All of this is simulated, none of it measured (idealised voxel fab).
Name of the process module below: voxel gate over fins
Pictured: cross-section cut, 205 nm wide, on a grid of 5 nm square cells.
Cross-section, as written here: a square-cell grid given band by band from the top down, where a band holds one or more rows of cells.
Band: top height; bottom height; in nm. Then, left to right: material with width in nm, for each material. "all across": a single material spanning edge to edge. "blank": empty space.
Counting heights begins at 0, where everything beneath is, in the wafer as received, one material. The lowest band has no bottom; it goes on downwards, as "0 down" shows.
Top row gets the first number, bottom row gets the second, and each row in between changes by the same step: that is how a band width like "30 to 40" works.
The designation "nothing got changed", where it is given for a processing step, indicates that no cell of the cross-section was altered in the course of that step.
In "Enclosed internal cavities" the enclosed voids are listed, meaning empty spaces of 8 cells or larger without any opening to the top. The form is width x height at distance, distance from the left edge, units nm.
On a step's line, text after the settings is the simulator commenting on that step.
overlay nm, on a step with a mask: how far to the right of its planned place the mask lay; to the left if negative

[Process steps - plan]
| 1 | RECEIVE | material Si |
| 2 | CONFORMAL_DEP | material SiN | thk nm 10 |
| 3 | PATTERN | tone cover | mask id FINS | material resist | width nm 15 | pitch nm 35 | thk nm 15 | overlay nm 0 |
| 4 | DIRECTIONAL_ETCH | etch materials SiN | depth nm 10 |
| 5 | DIRECTIONAL_ETCH | etch materials Si | depth nm 35 |
| 6 | STRIP | etch materials resist |
| 7 | FILL_DEP | material SiO2 | thk nm 10 |
| 8 | CMP | height nm 10 |
| 9 | SELECTIVE_ETCH | etch materials SiO2 | depth nm 20 |
| 10 | STRIP | etch materials SiN |
| 11 | CONFORMAL_DEP | material HfO2 | thk nm 5 |
| 12 | CONFORMAL_DEP | material TiN | thk nm 5 |
| 13 | FILL_DEP | material W | thk nm 15 |
| 14 | CMP | height nm 20 |
| 15 | CONFORMAL_DEP | material SiCN | thk nm 10 |

[Cross-section of the wafer at receipt, which is the condition after step 1]
> 0 down | Si all across
> Enclosed internal cavities: none

[Result of the module, cross-sectioned: start per above, plan per above, one error in how it was run]
> 30 to 20 | SiCN all across
> 20 to 10 | W all across
> 10 to 5 | 30 nm W, 140 nm TiN, 35 nm W
> 5 to 0 | 30 nm W, 5 nm TiN, 25 nm HfO2, 10 nm TiN, 25 nm HfO2, 10 nm TiN, 25 nm HfO2, 10 nm TiN, 25 nm HfO2, 5 nm TiN, 35 nm W
> 0 to -5 | 35 nm TiN, 5 nm HfO2, 15 nm Si, 5 nm HfO2, 10 nm TiN, 5 nm HfO2, 15 nm Si, 5 nm HfO2, 10 nm TiN, 5 nm HfO2, 15 nm Si, 5 nm HfO2, 10 nm TiN, 5 nm HfO2, 15 nm Si, 5 nm HfO2, 40 nm TiN
> -5 to -10 | 25 nm HfO2, 10 nm TiN, 5 nm HfO2, 15 nm Si, 5 nm HfO2, 10 nm TiN, 5 nm HfO2, 15 nm Si, 5 nm HfO2, 10 nm TiN, 5 nm HfO2, 15 nm Si, 5 nm HfO2, 10 nm TiN, 5 nm HfO2, 15 nm Si, 5 nm HfO2, 10 nm TiN, 30 nm HfO2
> -10 to -15 | 20 nm SiO2, 5 nm HfO2, 10 nm TiN, 5 nm HfO2, 15 nm Si, 5 nm HfO2, 10 nm TiN, 5 nm HfO2, 15 nm Si, 5 nm HfO2, 10 nm TiN, 5 nm HfO2, 15 nm Si, 5 nm HfO2, 10 nm TiN, 5 nm HfO2, 15 nm Si, 5 nm HfO2, 10 nm TiN, 5 nm HfO2, 25 nm SiO2
> -15 to -20 | 20 nm SiO2, 20 nm HfO2, 15 nm Si, 20 nm HfO2, 15 nm Si, 20 nm HfO2, 15 nm Si, 20 nm HfO2, 15 nm Si, 20 nm HfO2, 25 nm SiO2
> -20 to -35 | 40 nm SiO2, 15 nm Si, 20 nm SiO2, 15 nm Si, 20 nm SiO2, 15 nm Si, 20 nm SiO2, 15 nm Si, 45 nm SiO2
> -35 down | Si all across
> Enclosed internal cavities: none
Against the plan, the run slipped here: a sequencing error occurred in which plan steps 9 and 10 were transposed
